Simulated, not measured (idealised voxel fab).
process module | voxel capacitor over wiring
cross-section cut | 200 nm wide | cells 5 nm
A cross-section is a grid of square cells, given in bands from the top down. A band is one or more rows of cells.
Each band's line starts with the height of the band's top and of its bottom, in nm. Then come its materials from left to right, each with its width in nm. One material with "throughout" fills the band from edge to edge. "air" is empty space.
Height 0 is the level under which the wafer as received is all one material. The lowest band goes on downwards, as in "0 down".
A width such as "30 to 40" changes by the same amount from each row of cells to the next, from the band's top row to its bottom row.
"no change" after a step means that no cell of the cross-section changed.
closed voids: empty space of 8 cells or more with no open way to the top, each as width x height at its distance from the left edge, in nm
after a step's settings: what the simulator itself notes on the step
overlay nm, on a step with a mask: how far to the right of its planned place the mask lay; to the left if negative
plan
1 op RECEIVE | material Si
2 op CONFORMAL_DEP | material SiO2 | thk nm 15
3 op DIRECTIONAL_DEP | material TiN | thk nm 5
4 op DIRECTIONAL_DEP | material W | thk nm 25
5 op DIRECTIONAL_DEP | material aC | thk nm 15
6 op PATTERN | tone cover | mask id METAL_1 | material resist | width nm 25 | pitch nm 95 | thk nm 30 | overlay nm 0
7 op DIRECTIONAL_ETCH | etch materials aC | depth nm 15
8 op STRIP | etch materials resist
9 op DIRECTIONAL_ETCH | etch materials W | depth nm 25
10 op DIRECTIONAL_ETCH | etch materials TiN | depth nm 5
11 op STRIP | etch materials aC
12 op FILL_DEP | material SiO2 | thk nm 10
13 op CMP | height nm 45
14 op CONFORMAL_DEP | material SiCN | thk nm 5
15 op DIRECTIONAL_DEP | material lowk | thk nm 20
16 op DIRECTIONAL_DEP | material aC | thk nm 15
17 op PATTERN | tone open | mask id PLUG_1 | material resist | width nm 15 | thk nm 30 | overlay nm 0
18 op DIRECTIONAL_ETCH | etch materials aC | depth nm 15
19 op STRIP | etch materials resist
20 op DIRECTIONAL_ETCH | etch materials lowk | depth nm 20
21 op DIRECTIONAL_ETCH | etch materials SiCN | depth nm 5
22 op STRIP | etch materials aC
23 op CONFORMAL_DEP | material TiN | thk nm 5
24 op FILL_DEP | material Cu | thk nm 5
25 op CMP | height nm 70
26 op DIRECTIONAL_DEP | material TiN | thk nm 10
27 op DIRECTIONAL_DEP | material HfO2 | thk nm 5
28 op DIRECTIONAL_DEP | material TiN | thk nm 5
29 op MASKED_ETCH | tone cover | mask id UPPER_PLATE | width nm 75 | etch materials TiN | depth nm 5 | overlay nm 0
30 op MASKED_ETCH | tone cover | mask id UPPER_PLATE | width nm 75 | etch materials HfO2 | depth nm 5 | overlay nm 0
31 op MASKED_ETCH | tone cover | mask id LOWER_PLATE | width nm 85 | etch materials TiN | depth nm 10 | overlay nm 0
32 op FILL_DEP | material SiO2 | thk nm 15
33 op CMP | height nm 100
34 op PATTERN | tone open | mask id PLUG_2 | material resist | width nm 15 | thk nm 20 | overlay nm 0
35 op DIRECTIONAL_ETCH | etch materials SiO2 | depth nm 10
36 op STRIP | etch materials resist
37 op CONFORMAL_DEP | material TiN | thk nm 5
38 op FILL_DEP | material W | thk nm 5
39 op CMP | height nm 100
40 op CONFORMAL_DEP | material SiN | thk nm 5
as received, after step 1
  0 down: Si throughout
  closed voids: none
a wafer at the end: this start, this plan, one mistake
  105 to 100: SiN throughout
  100 to 95: SiO2 60 | TiN 5 | W 5 | TiN 5 | SiO2 125
  95 to 85: SiO2 60 to 50 | TiN 15 to 75 | SiO2 125 to 75
  85 to 80: SiO2 50 | HfO2 75 | SiO2 75
  80 to 70: SiO2 45 | TiN 85 | SiO2 70
  70 to 50: lowk 50 | TiN 5 | Cu 5 | TiN 5 | lowk 135
  50 to 45: SiCN 50 | TiN 15 | SiCN 135
  45 to 20: SiO2 45 | W 15 | SiO2 80 | W 15 | SiO2 45
  20 to 15: SiO2 45 | TiN 15 | SiO2 80 | TiN 15 | SiO2 45
  15 to 0: SiO2 throughout
  0 down: Si throughout
  closed voids: none
what went wrong: step 6 ran as: op PATTERN | tone cover | mask id METAL_1 | material resist | width nm 15 | pitch nm 95 | thk nm 30 | overlay nm 0
